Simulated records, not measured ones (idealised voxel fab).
voxel air gaps: a process module
Xsec cut, 210 nm wide, square cell size 5 nm.
Think of the cross-section as a grid of square cells. We describe it in bands, top to bottom, and each band covers one or more rows of those cells. Top height, bottom height, nm. Materials left to right, width each, nm. Single material + "throughout" = fills band edge to edge. "empty" = empty. Heights are expressed relative to 0, this being the level below which the as-received wafer comprises one material exclusively. The lowest band is unbounded in the downward direction and is denoted as in "from 0 down". The expression "30 to 40" gives the width at the extremes of the band, the first number at its top row of cells and the second at its bottom row, with the width changing by equal amounts from each row to the next in between. Step note "everything unchanged" = no cross-section cell changed. Each empty space that has no open way to the top and spans at least 8 cells appears under "Voids, fully enclosed" as width x height at distance, the distance counted from the left edge, all in nm. Read whatever lies past the settings on a step's line as the simulator's own remark about the step. The optional step-line setting "overlay nm" applies to steps with a mask and quantifies how far to the right of its planned location the mask lay, a negative value indicating leftward placement.

-- The process steps that were planned are listed below
step 1: op RECEIVE | material Si
step 2: op CONFORMAL_DEP | material SiO2 | thk nm 15
step 3: op CONFORMAL_DEP | material SiCN | thk nm 5
step 4: op DIRECTIONAL_DEP | material SiO2 | thk nm 30
step 5: op DIRECTIONAL_DEP | material aC | thk nm 10
step 6: op PATTERN | tone open | mask id LINES | material resist | width nm 20 | pitch nm 50 | thk nm 30 | overlay nm 0
step 7: op DIRECTIONAL_ETCH | etch materials aC | depth nm 10
step 8: op STRIP | etch materials resist
step 9: op DIRECTIONAL_ETCH | etch materials SiO2 | depth nm 30
step 10: op STRIP | etch materials aC
step 11: op CONFORMAL_DEP | material TiN | thk nm 5
step 12: op FILL_DEP | material W | thk nm 5
step 13: op CMP | height nm 50
step 14: op EPI | material Ru | thk nm 10
step 15: op SELECTIVE_ETCH | etch materials SiO2 | depth nm 40
step 16: op CONFORMAL_DEP | material SiCN | thk nm 5
Wafer-to-wafer difference: thk nm, step 16. Common start. Plan = first wafer's value.

-- The as-received cross-section of the first of several wafers corresponds to the state after step 1
    from 0 down = Si throughout
    Voids, fully enclosed: none

-- Gained (+) or lost (-) cells of each material since receipt, then closed voids: one row per wafer, at the end of the module
thk nm 5; +64 Ru; +180 SiCN; +126 SiO2; +56 TiN; +40 W; Voids, fully enclosed: 20 x 20 at 45; 20 x 20 at 95; 20 x 20 at 145
thk nm 10; +64 Ru; +246 SiCN; +126 SiO2; +56 TiN; +40 W; Voids, fully enclosed: 20 x 20 at 45; 20 x 20 at 95; 20 x 20 at 145
thk nm 15; +64 Ru; +288 SiCN; +126 SiO2; +56 TiN; +40 W; Voids, fully enclosed: 20 x 20 at 45; 20 x 20 at 95; 20 x 20 at 145
thk nm 20; +64 Ru; +330 SiCN; +126 SiO2; +56 TiN; +40 W; Voids, fully enclosed: 20 x 20 at 45; 20 x 20 at 95; 20 x 20 at 145
